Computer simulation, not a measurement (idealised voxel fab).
Documented hereafter: the process module known as voxel plated lines.
This is section cut - it's 285 nm across, gridded in 5 nm square cells.
Each cross-section below is a grid of square cells, stated as bands in top-down order, with one or more rows of cells making up each band.
In this notation a band is specified by the heights of its top and bottom, in that order and in nm, after which its materials appear from left to right, each paired with its width in nm. The word "everywhere" attached to a single material means that material fills the band from edge to edge; the word "blank" stands for empty space.
Where do heights start? At 0: under that level the wafer as delivered is made of one material only. And the lowest band has no floor; it just carries on downward, as in "0 nm and below".
Note: "30 to 40" means the width goes from the first number (top row of the band) to the second number (bottom row) in equal steps per row of cells.
Key: "no change occurred" - step with no changed cell in the cross-section.
Look at "Closed cavity list" for the closed voids: empty spaces with no open path to the top, sized 8 cells or up. Each is width x height at distance, distance from the left edge, all nm.
Whatever follows a step's settings on its line is a remark the simulator itself makes about that step.
"overlay nm" on a masked step: distance the mask lay right of its planned place, negative for left.
### The following list gives the planned process steps
- 1: RECEIVE: material Si
- 2: CONFORMAL_DEP: material SiN, thk nm 10
- 3: DIRECTIONAL_DEP: material TiN, thk nm 5
- 4: PATTERN: tone open, mask id LINES, material resist, width nm 20, pitch nm 40, thk nm 15, overlay nm 0
- 5: EPI: material Ru, thk nm 10
- 6: STRIP: etch materials resist
- 7: DIRECTIONAL_ETCH: etch materials TiN, depth nm 5
- 8: CONFORMAL_DEP: material SiN, thk nm 10
### Of two wafers, the first: run according to plan
### As-received state of the wafer in cross-section, equivalent to post-step 1
* 0 nm and below  Si everywhere
* Closed cavity list: none
### So this is the wafer cross-section right after step 2
* 10 nm to 0 nm  SiN everywhere
* For the remainder of the cross-section, below 0, there is no change.
### So this is the wafer cross-section right after step 3
* 15 nm to 10 nm  TiN everywhere
* For the remainder of the cross-section, below 10, there is no change.
### So this is the wafer cross-section right after step 4
* 30 nm to 15 nm  resist 110 nm, blank 20 nm, resist 20 nm, blank 20 nm, resist 115 nm
* For the remainder of the cross-section, below 15, there is no change.
### So this is the wafer cross-section right after step 5
* 30 nm to 25 nm  resist 110 nm, blank 20 nm, resist 20 nm, blank 20 nm, resist 115 nm
* 25 nm to 15 nm  resist 110 nm, Ru 20 nm, resist 20 nm, Ru 20 nm, resist 115 nm
* For the remainder of the cross-section, below 15, there is no change.
### So this is the wafer cross-section right after step 6
* 25 nm to 15 nm  blank 110 nm, Ru 20 nm, blank 20 nm, Ru 20 nm, blank 115 nm
* For the remainder of the cross-section, below 15, there is no change.
### So this is the wafer cross-section right after step 7
* 25 nm to 15 nm  blank 110 nm, Ru 20 nm, blank 20 nm, Ru 20 nm, blank 115 nm
* 15 nm to 10 nm  blank 110 nm, TiN 20 nm, blank 20 nm, TiN 20 nm, blank 115 nm
* For the remainder of the cross-section, below 10, there is no change.
### So this is the wafer cross-section right after step 8
* 35 nm to 25 nm  blank 100 nm, SiN 80 nm, blank 105 nm
* 25 nm to 20 nm  blank 100 nm, SiN 10 nm, Ru 20 nm, SiN 20 nm, Ru 20 nm, SiN 10 nm, blank 105 nm
* 20 nm to 15 nm  SiN 110 nm, Ru 20 nm, SiN 20 nm, Ru 20 nm, SiN 115 nm
* 15 nm to 10 nm  SiN 110 nm, TiN 20 nm, SiN 20 nm, TiN 20 nm, SiN 115 nm
* For the remainder of the cross-section, below 10, there is no change.
### It is to be noted that the second wafer proceeded from the same initial state and according to the same plan as the first, although one mistake was committed in its execution; through step 3, inclusive, the two wafers share an identical history
### Cross-section, second wafer, at the end time the plan gives for step 4
* 30 nm to 15 nm  resist 110 nm, blank 25 nm, resist 15 nm, blank 25 nm, resist 110 nm
* For the remainder of the cross-section, below 15, there is no change.
### Cross-section, second wafer, at the end time the plan gives for step 5
* 30 nm to 25 nm  resist 110 nm, blank 25 nm, resist 15 nm, blank 25 nm, resist 110 nm
* 25 nm to 15 nm  resist 110 nm, Ru 25 nm, resist 15 nm, Ru 25 nm, resist 110 nm
* For the remainder of the cross-section, below 15, there is no change.
### Cross-section, second wafer, at the end time the plan gives for step 6
* 25 nm to 15 nm  blank 110 nm, Ru 25 nm, blank 15 nm, Ru 25 nm, blank 110 nm
* For the remainder of the cross-section, below 15, there is no change.
### Cross-section, second wafer, at the end time the plan gives for step 7
* 25 nm to 15 nm  blank 110 nm, Ru 25 nm, blank 15 nm, Ru 25 nm, blank 110 nm
* 15 nm to 10 nm  blank 110 nm, TiN 25 nm, blank 15 nm, TiN 25 nm, blank 110 nm
* For the remainder of the cross-section, below 10, there is no change.
### Cross-section, second wafer, at the end time the plan gives for step 8
* 35 nm to 25 nm  blank 100 nm, SiN 85 nm, blank 100 nm
* 25 nm to 20 nm  blank 100 nm, SiN 10 nm, Ru 25 nm, SiN 15 nm, Ru 25 nm, SiN 10 nm, blank 100 nm
* 20 nm to 15 nm  SiN 110 nm, Ru 25 nm, SiN 15 nm, Ru 25 nm, SiN 110 nm
* 15 nm to 10 nm  SiN 110 nm, TiN 25 nm, SiN 15 nm, TiN 25 nm, SiN 110 nm
* For the remainder of the cross-section, below 10, there is no change.
What went wrong in running the wafer? step 4 did not happen as planned, as run it was PATTERN: tone open, mask id LINES, material resist, width nm 25, pitch nm 40, thk nm 15, overlay nm 0
Final difference in cells, second wafer against first, listed per material as more or fewer: Ru +4 | SiN -3 | TiN +2
